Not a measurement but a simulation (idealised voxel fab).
Process module in this document: voxel double patterning
It is cross-section cut that appears here, measuring 275 nm in width, its square cells being 5 nm in size.
Each cross-section below is a grid of square cells, stated as bands in top-down order, with one or more rows of cells making up each band. Quick guide to a band line: top height, bottom height (nm) up front; then every material left to right with its width in nm. Only one material and it's marked "full width"? Then it fills the band edge to edge. And "blank" just means empty space. Height reference: 0 = level under which incoming wafer is all one material. Lowest band: no bottom, runs on downward, e.g. "0 -> down". Width "30 to 40": first value at the band's top row of cells, second value at its bottom row, equal change from row to row. "no alterations made" (step): cross-section cells unchanged, all of them. The list in "Enclosed internal voids" covers empty spaces of 8 cells or more that cannot reach the top through any open way, and it gives each as width x height at distance; the distance is from the left edge, and width, height and distance are in nm. Post-settings text on a step line: simulator's own remark regarding the step. overlay nm: right-of-plan distance of the mask on a masked step; negative values mean left-of-plan.

Planned process steps
1: RECEIVE | material Si
2: CONFORMAL_DEP | material SiO2 | thk nm 10
3: DIRECTIONAL_DEP | material W | thk nm 15
4: DIRECTIONAL_DEP | material SiCN | thk nm 5
5: PATTERN | tone open | mask id FIRST | material resist | width nm 15 | pitch nm 50 | thk nm 15 | overlay nm 0
6: DIRECTIONAL_ETCH | etch materials SiCN | depth nm 5
7: STRIP | etch materials resist
8: PATTERN | tone open | mask id SECOND | material resist | width nm 15 | pitch nm 50 | thk nm 15 | overlay nm 0
9: DIRECTIONAL_ETCH | etch materials SiCN | depth nm 5
10: STRIP | etch materials resist
11: DIRECTIONAL_ETCH | etch materials W | depth nm 15
12: STRIP | etch materials SiCN
Don't read the plan's thk nm for step 4 as applying to every wafer: that's the first wafer's value, and the wafers differ in it, though they all start identical.

As-received cross-section, first of several wafers, post step 1
- 0 -> down = Si full width
- Enclosed internal voids: none

Shown in cross-section: the first of several wafers at the end of the module, after its last step, step 12
- 25 -> 10 = 80 of W; 15 of blank; 10 of W; 15 of blank; 10 of W; 15 of blank; 10 of W; 15 of blank; 10 of W; 15 of blank; 80 of W
- 10 -> 0 = SiO2 full width
- 0 -> down = Si full width
- Enclosed internal voids: none

Cross-section, module end, final of several wafers
- 25 -> 10 = W full width
- 10 -> 0 = SiO2 full width
- 0 -> down = Si full width
- Enclosed internal voids: none

The rows of the table below are wafers. Looking at the end of the module, a row counts, for every material, the cells the wafer has gained, shown as (+), or lost, shown as (-), since it was received; its closed voids come next
thk nm 5; +110 SiO2; +120 W; Enclosed internal voids: none
thk nm 10; +110 SiO2; +165 W; Enclosed internal voids: none
thk nm 15; +110 SiO2; +165 W; Enclosed internal voids: none
thk nm 20; +110 SiO2; +165 W; Enclosed internal voids: none
